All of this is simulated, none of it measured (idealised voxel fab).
Proc. module: voxel capacitor over wiring
The cross-section shown here is cut; it is 275 nm wide and divided into square cells measuring 5 nm on a side.
The cross-sections in this document take the form of a grid made of square cells. They are written out as bands, in order from top to bottom. Each band consists of one or more rows of cells.
Top, bottom (nm), then materials left to right with widths (nm); lone material tagged "throughout" fills the whole band edge to edge; "air" = empty space.
We count height from 0. Below that, the starting wafer is all one material. The lowest band never ends at the bottom but goes on down; see "0 down" for how that is written.
Graded width ("30->40"): value in top row of band = first number; value in bottom row = second number; row-to-row change constant.
Reading "nothing changed" for a step: not a cell of the cross-section changed in it.
The entry titled "Enclosed internal voids" provides the empty spaces that have no open way to the top, restricted to those of 8 cells or more. Each is presented as width x height at distance, the distance being measured from the left edge, with all three in nm.
On a step's line, text after the settings is the simulator commenting on that step.
For masked steps, "overlay nm" on the step line gives how far right of plan the mask actually lay; a minus sign means it lay to the left.
# Listed below are the process steps as planned
1) RECEIVE (material Si)
2) CONFORMAL_DEP (material SiO2; thk nm 10)
3) CONFORMAL_DEP (material SiCN; thk nm 5)
4) DIRECTIONAL_DEP (material lowk; thk nm 20)
5) DIRECTIONAL_DEP (material aC; thk nm 15)
6) PATTERN (tone open; mask id METAL_1; material resist; width nm 20; pitch nm 75; thk nm 30; overlay nm 0)
7) DIRECTIONAL_ETCH (etch materials aC; depth nm 15)
8) STRIP (etch materials resist)
9) DIRECTIONAL_ETCH (etch materials lowk; depth nm 20)
10) DIRECTIONAL_ETCH (etch materials SiCN; depth nm 5)
11) STRIP (etch materials aC)
12) CONFORMAL_DEP (material TiN; thk nm 5)
13) FILL_DEP (material Cu; thk nm 10)
14) CMP (height nm 35)
15) CONFORMAL_DEP (material SiCN; thk nm 5)
16) DIRECTIONAL_DEP (material SiO2; thk nm 10)
17) DIRECTIONAL_DEP (material aC; thk nm 10)
18) PATTERN (tone open; mask id PLUG_1; material resist; width nm 15; thk nm 25; overlay nm 0)
19) DIRECTIONAL_ETCH (etch materials aC; depth nm 10)
20) STRIP (etch materials resist)
21) DIRECTIONAL_ETCH (etch materials SiO2; depth nm 10)
22) DIRECTIONAL_ETCH (etch materials SiCN; depth nm 5)
23) STRIP (etch materials aC)
24) EPI (material Ru; thk nm 10)
25) EPI (material Ru; thk nm 5)
26) DIRECTIONAL_DEP (material TiN; thk nm 10)
27) DIRECTIONAL_DEP (material SiN; thk nm 5)
28) DIRECTIONAL_DEP (material TiN; thk nm 5)
29) PATTERN (tone cover; mask id UPPER_PLATE; material resist; width nm 60; thk nm 20; overlay nm 0)
30) DIRECTIONAL_ETCH (etch materials TiN; depth nm 5)
31) DIRECTIONAL_ETCH (etch materials SiN; depth nm 5)
32) STRIP (etch materials resist)
33) MASKED_ETCH (tone cover; mask id LOWER_PLATE; width nm 70; etch materials TiN; depth nm 10; overlay nm 0)
34) FILL_DEP (material SiO2; thk nm 15)
35) CMP (height nm 80)
36) MASKED_ETCH (tone open; mask id PLUG_2; width nm 15; etch materials SiO2; depth nm 10; overlay nm -15)
37) CONFORMAL_DEP (material TiN; thk nm 5)
38) FILL_DEP (material W; thk nm 10)
39) CMP (height nm 80)
40) CONFORMAL_DEP (material SiCN; thk nm 5)
The plan shows the overlay nm of step 36 as the first wafer had it; this setting differs between the wafers, which start out alike.
# Cross-section of the first of several wafers on receipt, reflecting completion of step 1
* 0 down: Si throughout
* Enclosed internal voids: none
# The first of several wafers, seen in cross-section after the module's last step, step 40
* 85 to 80: SiCN throughout
* 80 to 75: SiO2: 90; TiN: 5; W: 5; TiN: 5; SiO2: 170
* 75 to 65: SiO2: 90->95; TiN: 15->60; SiO2: 170->120
* 65 to 60: SiO2: 95; SiN: 60; SiO2: 120
* 60 to 50: SiO2: 90; TiN: 70; SiO2: 115
* 50 to 40: SiO2: 95; Ru: 15; SiO2: 165
* 40 to 35: SiCN: 95; Ru: 15; SiCN: 165
* 35 to 15: lowk: 90; TiN: 5; Cu: 10; TiN: 5; lowk: 55; TiN: 5; Cu: 10; TiN: 5; lowk: 90
* 15 to 10: SiCN: 90; TiN: 20; SiCN: 55; TiN: 20; SiCN: 90
* 10 to 0: SiO2 throughout
* 0 down: Si throughout
* Enclosed internal voids: none
# Cross-section, last wafer, module completion
* 85 to 80: SiCN throughout
* 80 to 75: SiO2: 120; TiN: 5; W: 5; TiN: 5; SiO2: 140
* 75 to 65: SiO2: 120->95; TiN: 15->60; SiO2: 140->120
* 65 to 60: SiO2: 95; SiN: 60; SiO2: 120
* 60 to 50: SiO2: 90; TiN: 70; SiO2: 115
* 50 to 40: SiO2: 95; Ru: 15; SiO2: 165
* 40 to 35: SiCN: 95; Ru: 15; SiCN: 165
* 35 to 15: lowk: 90; TiN: 5; Cu: 10; TiN: 5; lowk: 55; TiN: 5; Cu: 10; TiN: 5; lowk: 90
* 15 to 10: SiCN: 90; TiN: 20; SiCN: 55; TiN: 20; SiCN: 90
* 10 to 0: SiO2 throughout
* 0 down: Si throughout
* Enclosed internal voids: none
# Below: a row per wafer. Contents at end of module: for every material, cells gained since receipt (+) or lost since receipt (-); then closed voids
overlay nm -15, +16 Cu, +9 Ru, +154 SiCN, +12 SiN, +486 SiO2, +69 TiN, +1 W, +188 lowk, Enclosed internal voids: none
overlay nm -10, +16 Cu, +9 Ru, +154 SiCN, +12 SiN, +486 SiO2, +69 TiN, +1 W, +188 lowk, Enclosed internal voids: none
overlay nm -5, +16 Cu, +9 Ru, +154 SiCN, +12 SiN, +486 SiO2, +69 TiN, +1 W, +188 lowk, Enclosed internal voids: none
overlay nm 0, +16 Cu, +9 Ru, +154 SiCN, +12 SiN, +486 SiO2, +69 TiN, +1 W, +188 lowk, Enclosed internal voids: none
overlay nm 5, +16 Cu, +9 Ru, +154 SiCN, +12 SiN, +486 SiO2, +69 TiN, +1 W, +188 lowk, Enclosed internal voids: none
overlay nm 10, +16 Cu, +9 Ru, +154 SiCN, +12 SiN, +486 SiO2, +69 TiN, +1 W, +188 lowk, Enclosed internal voids: none
overlay nm 15, +16 Cu, +9 Ru, +154 SiCN, +12 SiN, +486 SiO2, +69 TiN, +1 W, +188 lowk, Enclosed internal voids: none
